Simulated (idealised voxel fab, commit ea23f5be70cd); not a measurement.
Documented hereafter: the process module known as voxel wiring stack.
The figure presents cross-section cut, which has a width of 280 nm and is divided into square cells with an edge length of 5 nm.
Format of a cross-section: grid, square cells. Given as bands. Order: top down. Band: one or more rows of cells.
Each band's line starts with the height of the band's top and of its bottom, in nm. Then come its materials from left to right, each with its width in nm. One material with "edge to edge" fills the band from edge to edge. "blank" is empty space.
Beneath 0, the wafer as received is one material, and that level is where height counting begins. The lowest band goes on downward without a bottom; it is written like "0..down".
The two numbers in a width such as "30..40" mark its ends across the band: the first belongs to the top row of cells, the second to the bottom row, and from each row to the next the width moves by the same amount.
"stayed the same" for a step: no cell of the cross-section changed in that step.
"Enclosed void catalog" lists enclosed empty spaces (at least 8 cells, no open path upward to the top), each as width x height at distance from the left edge, in nm.
Formally, on a step line, whatever follows the settings is a remark that the simulator itself makes on the step.
You can add "overlay nm" to a step's line. For a step with a mask, it describes how far the mask lay to the right of its planned position, and a negative number describes a lay to the left.
-- The planned process steps are enumerated hereunder
step 1: op RECEIVE | material Si
step 2: op CONFORMAL_DEP | material SiO2 | thk nm 10
step 3: op CONFORMAL_DEP | material SiN | thk nm 5
step 4: op DIRECTIONAL_DEP | material SiO2 | thk nm 20
step 5: op MASKED_ETCH | tone open | mask id METAL_1 | width nm 20 | pitch nm 40 | etch materials SiO2 | depth nm 20 | overlay nm 0
step 6: op MASKED_ETCH | tone open | mask id METAL_1 | width nm 20 | pitch nm 40 | etch materials SiN | depth nm 5 | overlay nm 0
step 7: op CONFORMAL_DEP | material TiN | thk nm 5
step 8: op FILL_DEP | material Ru | thk nm 10
step 9: op CMP | height nm 35
step 10: op CONFORMAL_DEP | material SiCN | thk nm 5
step 11: op DIRECTIONAL_DEP | material SiO2 | thk nm 15
step 12: op MASKED_ETCH | tone open | mask id PLUG_1 | width nm 15 | pitch nm 80 | etch materials SiO2 | depth nm 15 | overlay nm 0
step 13: op MASKED_ETCH | tone open | mask id PLUG_1 | width nm 15 | pitch nm 80 | etch materials SiCN | depth nm 5 | overlay nm 0
step 14: op CONFORMAL_DEP | material TiN | thk nm 5
step 15: op FILL_DEP | material W | thk nm 5
step 16: op CMP | height nm 55
step 17: op CONFORMAL_DEP | material SiN | thk nm 5
step 18: op DIRECTIONAL_DEP | material lowk | thk nm 20
step 19: op MASKED_ETCH | tone open | mask id METAL_2 | width nm 20 | pitch nm 40 | etch materials lowk | depth nm 20 | overlay nm 0
step 20: op MASKED_ETCH | tone open | mask id METAL_2 | width nm 20 | pitch nm 40 | etch materials SiN | depth nm 5 | overlay nm 0
step 21: op CONFORMAL_DEP | material TiN | thk nm 5
step 22: op FILL_DEP | material Cu | thk nm 5
step 23: op CMP | height nm 80
step 24: op CONFORMAL_DEP | material SiCN | thk nm 5
step 25: op DIRECTIONAL_DEP | material lowk | thk nm 35
step 26: op MASKED_ETCH | tone open | mask id METAL_3 | width nm 20 | pitch nm 40 | etch materials lowk | depth nm 20 | overlay nm 0
step 27: op DIRECTIONAL_DEP | material aC | thk nm 10
step 28: op PATTERN | tone open | mask id METAL_3_HOLES | material resist | width nm 15 | pitch nm 80 | thk nm 25 | overlay nm 0
step 29: op DIRECTIONAL_ETCH | etch materials aC | depth nm 10
step 30: op STRIP | etch materials resist
step 31: op DIRECTIONAL_ETCH | etch materials lowk | depth nm 15
step 32: op DIRECTIONAL_ETCH | etch materials SiCN | depth nm 5
step 33: op STRIP | etch materials aC
step 34: op CONFORMAL_DEP | material TiN | thk nm 5
step 35: op FILL_DEP | material Cu | thk nm 10
step 36: op CMP | height nm 120
step 37: op CONFORMAL_DEP | material SiN | thk nm 5
-- Cross-section of the incoming wafer, state after step 1
- 0..down  Si edge to edge
- Enclosed void catalog: none
-- Cross-sectional image of the first of two wafers at the end of the module, the run having proceeded as planned
- 125..120  SiN edge to edge
- 120..105  90 lowk  5 TiN  10 Cu  5 TiN  20 lowk  5 TiN  10 Cu  5 TiN  20 lowk  5 TiN  10 Cu  5 TiN  90 lowk
- 105..100  90 lowk  5 TiN  5 Cu  10 TiN  20 lowk  20 TiN  20 lowk  5 TiN  5 Cu  10 TiN  90 lowk
- 100..85  90 lowk  5 TiN  5 Cu  5 TiN  65 lowk  5 TiN  5 Cu  5 TiN  95 lowk
- 85..80  90 SiCN  15 TiN  65 SiCN  15 TiN  95 SiCN
- 80..60  90 lowk  5 TiN  10 Cu  5 TiN  20 lowk  5 TiN  10 Cu  5 TiN  20 lowk  5 TiN  10 Cu  5 TiN  90 lowk
- 60..55  90 SiN  20 TiN  20 SiN  20 TiN  20 SiN  20 TiN  90 SiN
- 55..40  90 SiO2  5 TiN  5 W  5 TiN  65 SiO2  5 TiN  5 W  5 TiN  95 SiO2
- 40..35  90 SiCN  15 TiN  65 SiCN  15 TiN  95 SiCN
- 35..15  90 SiO2  5 TiN  10 Ru  5 TiN  20 SiO2  5 TiN  10 Ru  5 TiN  20 SiO2  5 TiN  10 Ru  5 TiN  90 SiO2
- 15..10  90 SiN  20 TiN  20 SiN  20 TiN  20 SiN  20 TiN  90 SiN
- 10..0  SiO2 edge to edge
- 0..down  Si edge to edge
- Enclosed void catalog: none
-- Wafer two (of two), end-of-module cross-section: start = wafer one, plan = wafer one, one run mistake
- 125..120  SiN edge to edge
- 120..85  SiO2 edge to edge
- 85..80  SiCN edge to edge
- 80..60  90 lowk  5 TiN  10 Cu  5 TiN  20 lowk  5 TiN  10 Cu  5 TiN  20 lowk  5 TiN  10 Cu  5 TiN  90 lowk
- 60..55  90 SiN  20 TiN  20 SiN  20 TiN  20 SiN  20 TiN  90 SiN
- 55..40  90 SiO2  5 TiN  5 W  5 TiN  65 SiO2  5 TiN  5 W  5 TiN  95 SiO2
- 40..35  90 SiCN  15 TiN  65 SiCN  15 TiN  95 SiCN
- 35..15  90 SiO2  5 TiN  10 Ru  5 TiN  20 SiO2  5 TiN  10 Ru  5 TiN  20 SiO2  5 TiN  10 Ru  5 TiN  90 SiO2
- 15..10  90 SiN  20 TiN  20 SiN  20 TiN  20 SiN  20 TiN  90 SiN
- 10..0  SiO2 edge to edge
- 0..down  Si edge to edge
- Enclosed void catalog: none
Finding, execution versus plan: step 25 did not happen as planned, as run it was op DIRECTIONAL_DEP | material SiO2 | thk nm 35
Final tally in cells, some materials are higher or lower on the second wafer than on the first: 26 fewer of Cu; 6 more of SiCN; 392 more of SiO2; 46 fewer of TiN; 326 fewer of lowk
